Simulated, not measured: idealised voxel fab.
Documented hereafter: the process module known as voxel plated lines.
Section cut is 230 nm wide and gridded with 5 nm square cells.
Cross-section format: a grid of square cells, given as bands from top to bottom; each band is one or more rows of cells. For a band, the entry starts with two heights in nm, that of the top and then that of the bottom, and carries on with the band's materials in order from left to right, each alongside its width in nm; the word "throughout" beside a single material means it fills the band edge to edge, and "blank" means empty space. Heights from 0 (as-received wafer is one material below). Bottom band endless downward, as "0 nm and below". Width spec "30->40" -> top row of cells at first value, bottom row at second value, equal per-row change in between. For the purposes of this document, the phrase "remained the same" attached to a step denotes that no cell within the cross-section was modified by that step. Heads up: "Unvented internal voids" only lists the empty pockets with no open path to the top that are 8 cells or more, and it writes them as width x height at distance, distance from the left edge, in nm. On each step's line, the part that comes after the settings is the simulator's own comment on the step. When a step includes a mask, the "overlay nm" setting on its line states how far to the right of its planned place that mask lay, and negative values state how far to the left.

### Steps planned for the process
1. RECEIVE | material Si
2. CONFORMAL_DEP | material SiN | thk nm 5
3. DIRECTIONAL_DEP | material TiN | thk nm 5
4. PATTERN | tone open | mask id LINES | material resist | width nm 20 | pitch nm 50 | thk nm 25 | overlay nm 0
5. EPI | material Ru | thk nm 10
6. EPI | material Ru | thk nm 5
7. STRIP | etch materials resist
8. DIRECTIONAL_ETCH | etch materials TiN | depth nm 5
9. CONFORMAL_DEP | material SiCN | thk nm 10

### Wafer at receipt (post step 1), cross-section
	0 nm and below | Si throughout
	Unvented internal voids: none

### Starting wafer: above. Plan: above. Run: one mistake. Cross-section after the module: below
	35 nm to 25 nm | blank (70), then SiCN (40), then blank (10), then SiCN (40), then blank (70)
	25 nm to 20 nm | blank (70), then SiCN (10), then Ru (20), then SiCN (10), then blank (10), then SiCN (10), then Ru (20), then SiCN (10), then blank (70)
	20 nm to 10 nm | SiCN (80), then Ru (20), then SiCN (30), then Ru (20), then SiCN (80)
	10 nm to 5 nm | Ru throughout
	5 nm to 0 nm | SiN throughout
	0 nm and below | Si throughout
	Unvented internal voids: none
Processing error: step 3: run off-plan, actual operation and settings DIRECTIONAL_DEP | material Ru | thk nm 5
